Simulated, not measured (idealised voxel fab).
The name of this process module is voxel transistor to metal.
FYI the section here is cut, 185 nm wide, cells are 5 nm squares.
Format of a cross-section: grid, square cells. Given as bands. Order: top down. Band: one or more rows of cells.
In this notation a band is specified by the heights of its top and bottom, in that order and in nm, after which its materials appear from left to right, each paired with its width in nm. The word "throughout" attached to a single material means that material fills the band from edge to edge; the word "empty" stands for empty space.
The level at which height equals 0 is the one under which the wafer, as it arrives, is entirely one material. No lower edge exists for the bottom band, which continues downward and is notated as in "0..down".
A width given as "30..40" starts at the first number in the band's top row and ends at the second number in its bottom row, shifting by an equal amount at every step from row to row.
Step note "remained the same" = no cross-section cell changed.
In the "Enclosed internal voids" entry, you get each enclosed empty space of 8 cells or more, one with no open way to the top, written width x height at distance, distance from the left edge, in nm.
On a step's line, text after the settings is the simulator commenting on that step.
Steps that use a mask can have "overlay nm" on their line. It says how far the mask sat to the right of where it was meant to be. Negative means to the left.

-- Set out below are the planned steps of the process
step 1: RECEIVE with material Si
step 2: OXIDIZE with depth nm 5
step 3: CONFORMAL_DEP with material SiN, thk nm 15
step 4: PATTERN with tone cover, mask id ACTIVE, material resist, width nm 115, thk nm 15, overlay nm 0
step 5: DIRECTIONAL_ETCH with etch materials SiN, depth nm 15
step 6: DIRECTIONAL_ETCH with etch materials SiO2, depth nm 5
step 7: DIRECTIONAL_ETCH with etch materials Si, depth nm 30
step 8: STRIP with etch materials resist
step 9: OXIDIZE with depth nm 5
step 10: FILL_DEP with material SiO2, thk nm 10
step 11: CMP with height nm 15
step 12: SELECTIVE_ETCH with etch materials SiO2, depth nm 10
step 13: STRIP with etch materials SiN
step 14: SELECTIVE_ETCH with etch materials SiO2, depth nm 5
step 15: OXIDIZE with depth nm 5
step 16: DIRECTIONAL_DEP with material polySi, thk nm 30
step 17: DIRECTIONAL_DEP with material SiCN, thk nm 15
step 18: PATTERN with tone cover, mask id GATE, material resist, width nm 35, thk nm 20, overlay nm 0
step 19: DIRECTIONAL_ETCH with etch materials SiCN, depth nm 25
step 20: DIRECTIONAL_ETCH with etch materials polySi, depth nm 40
step 21: STRIP with etch materials resist
step 22: CONFORMAL_DEP with material SiN, thk nm 5
step 23: DIRECTIONAL_ETCH with etch materials SiN, depth nm 5
step 24: DIRECTIONAL_ETCH with etch materials SiO2, depth nm 5
step 25: DIRECTIONAL_ETCH with etch materials Si, depth nm 10
step 26: EPI with material pSi, thk nm 15
step 27: FILL_DEP with material SiO2, thk nm 5
step 28: CMP with height nm 25
step 29: STRIP with etch materials polySi
step 30: SELECTIVE_ETCH with etch materials SiO2, depth nm 5
step 31: CONFORMAL_DEP with material HfO2, thk nm 5
step 32: CONFORMAL_DEP with material TiN, thk nm 5
step 33: FILL_DEP with material W, thk nm 10
step 34: CMP with height nm 20
step 35: DIRECTIONAL_DEP with material SiO2, thk nm 10
step 36: PATTERN with tone open, mask id CONTACT, material resist, width nm 15, pitch nm 90, thk nm 15, overlay nm 0
step 37: DIRECTIONAL_ETCH with etch materials SiO2, depth nm 35
step 38: STRIP with etch materials resist
step 39: CONFORMAL_DEP with material TiN, thk nm 5
step 40: FILL_DEP with material W, thk nm 10
step 41: CMP with height nm 30
step 42: CONFORMAL_DEP with material SiCN, thk nm 5
step 43: DIRECTIONAL_DEP with material lowk, thk nm 25
step 44: PATTERN with tone open, mask id METAL_1, material resist, width nm 15, pitch nm 90, thk nm 15, overlay nm 0
step 45: DIRECTIONAL_ETCH with etch materials lowk, depth nm 25
step 46: DIRECTIONAL_ETCH with etch materials SiCN, depth nm 5
step 47: STRIP with etch materials resist
step 48: CONFORMAL_DEP with material TiN, thk nm 5
step 49: FILL_DEP with material Cu, thk nm 10
step 50: CMP with height nm 60
step 51: EPI with material Ru, thk nm 5
step 52: FILL_DEP with material SiCN, thk nm 5
step 53: DIRECTIONAL_DEP with material lowk, thk nm 30
step 54: MASKED_ETCH with tone open, mask id METAL_2, width nm 15, pitch nm 90, etch materials lowk, depth nm 20, overlay nm 0
step 55: PATTERN with tone open, mask id METAL_2_HOLES, material resist, width nm 15, pitch nm 90, thk nm 20, overlay nm 0
step 56: DIRECTIONAL_ETCH with etch materials lowk, depth nm 10
step 57: DIRECTIONAL_ETCH with etch materials SiCN, depth nm 5
step 58: STRIP with etch materials resist
step 59: CONFORMAL_DEP with material TiN, thk nm 5
step 60: FILL_DEP with material Cu, thk nm 5
step 61: CMP with height nm 100
step 62: CONFORMAL_DEP with material SiCN, thk nm 5

-- As-received state of the wafer in cross-section, equivalent to post-step 1
- 0..down = Si throughout
- Enclosed internal voids: none

-- Cross-sectional image of the first of two wafers at the end of the module, the run having proceeded as planned
- 105..100 = SiCN throughout
- 100..70 = lowk 40 nm | TiN 5 nm | Cu 5 nm | TiN 5 nm | lowk 75 nm | TiN 5 nm | Cu 5 nm | TiN 5 nm | lowk 40 nm
- 70..65 = SiCN 40 nm | TiN 15 nm | SiCN 75 nm | TiN 15 nm | SiCN 40 nm
- 65..60 = SiCN 35 nm | Ru 25 nm | SiCN 65 nm | Ru 25 nm | SiCN 35 nm
- 60..35 = lowk 40 nm | TiN 5 nm | Cu 5 nm | TiN 5 nm | lowk 75 nm | TiN 5 nm | Cu 5 nm | TiN 5 nm | lowk 40 nm
- 35..30 = SiCN 40 nm | TiN 15 nm | SiCN 75 nm | TiN 15 nm | SiCN 40 nm
- 30..20 = SiO2 40 nm | TiN 5 nm | W 5 nm | TiN 5 nm | SiO2 75 nm | TiN 5 nm | W 5 nm | TiN 5 nm | SiO2 40 nm
- 20..5 = SiO2 40 nm | TiN 5 nm | W 5 nm | TiN 5 nm | SiO2 15 nm | SiN 5 nm | HfO2 5 nm | TiN 5 nm | W 15 nm | TiN 5 nm | HfO2 5 nm | SiN 5 nm | SiO2 15 nm | TiN 5 nm | W 5 nm | TiN 5 nm | SiO2 40 nm
- 5..0 = SiO2 40 nm | TiN 5 nm | W 5 nm | TiN 5 nm | pSi 15 nm | SiN 5 nm | HfO2 5 nm | TiN 5 nm | W 15 nm | TiN 5 nm | HfO2 5 nm | SiN 5 nm | pSi 15 nm | TiN 5 nm | W 5 nm | TiN 5 nm | SiO2 40 nm
- 0..-5 = SiO2 30 nm | SiN 5 nm | SiO2 5 nm | TiN 15 nm | pSi 15 nm | SiN 5 nm | HfO2 5 nm | TiN 25 nm | HfO2 5 nm | SiN 5 nm | pSi 15 nm | TiN 15 nm | SiO2 5 nm | SiN 5 nm | SiO2 30 nm
- -5..-10 = SiO2 35 nm | pSi 35 nm | HfO2 45 nm | pSi 35 nm | SiO2 35 nm
- -10..-20 = SiO2 40 nm | pSi 30 nm | Si 45 nm | pSi 30 nm | SiO2 40 nm
- -20..-40 = SiO2 40 nm | Si 105 nm | SiO2 40 nm
- -40..down = Si throughout
- Enclosed internal voids: none

-- Module end: cross-section of wafer two of two. Same start and process plan as the first wafer. One mistake during execution
- 105..100 = SiCN throughout
- 100..70 = lowk 40 nm | TiN 5 nm | Cu 5 nm | TiN 5 nm | lowk 75 nm | TiN 5 nm | Cu 5 nm | TiN 5 nm | lowk 40 nm
- 70..65 = SiCN 40 nm | TiN 15 nm | SiCN 75 nm | TiN 15 nm | SiCN 40 nm
- 65..60 = SiCN 35 nm | Ru 25 nm | SiCN 65 nm | Ru 25 nm | SiCN 35 nm
- 60..35 = lowk 40 nm | TiN 5 nm | Cu 5 nm | TiN 5 nm | lowk 75 nm | TiN 5 nm | Cu 5 nm | TiN 5 nm | lowk 40 nm
- 35..30 = SiCN 40 nm | TiN 15 nm | SiCN 75 nm | TiN 15 nm | SiCN 40 nm
- 30..20 = SiO2 40 nm | TiN 5 nm | W 5 nm | TiN 5 nm | SiO2 75 nm | TiN 5 nm | W 5 nm | TiN 5 nm | SiO2 40 nm
- 20..5 = SiO2 40 nm | TiN 5 nm | W 5 nm | TiN 5 nm | SiO2 15 nm | SiN 5 nm | HfO2 5 nm | SiO2 5 nm | W 15 nm | SiO2 5 nm | HfO2 5 nm | SiN 5 nm | SiO2 15 nm | TiN 5 nm | W 5 nm | TiN 5 nm | SiO2 40 nm
- 5..0 = SiO2 40 nm | TiN 5 nm | W 5 nm | TiN 5 nm | pSi 15 nm | SiN 5 nm | HfO2 5 nm | SiO2 5 nm | W 15 nm | SiO2 5 nm | HfO2 5 nm | SiN 5 nm | pSi 15 nm | TiN 5 nm | W 5 nm | TiN 5 nm | SiO2 40 nm
- 0..-5 = SiO2 30 nm | SiN 5 nm | SiO2 5 nm | TiN 15 nm | pSi 15 nm | SiN 5 nm | HfO2 5 nm | SiO2 25 nm | HfO2 5 nm | SiN 5 nm | pSi 15 nm | TiN 15 nm | SiO2 5 nm | SiN 5 nm | SiO2 30 nm
- -5..-10 = SiO2 35 nm | pSi 35 nm | HfO2 45 nm | pSi 35 nm | SiO2 35 nm
- -10..-20 = SiO2 40 nm | pSi 30 nm | Si 45 nm | pSi 30 nm | SiO2 40 nm
- -20..-40 = SiO2 40 nm | Si 105 nm | SiO2 40 nm
- -40..down = Si throughout
- Enclosed internal voids: none
Short version of what went wrong: step 32 ran as: CONFORMAL_DEP with material SiO2, thk nm 5
Upon completion, the second wafer contains, in terms of cells, a greater or smaller amount of certain materials than the first wafer: 13 more of SiO2; 13 fewer of TiN
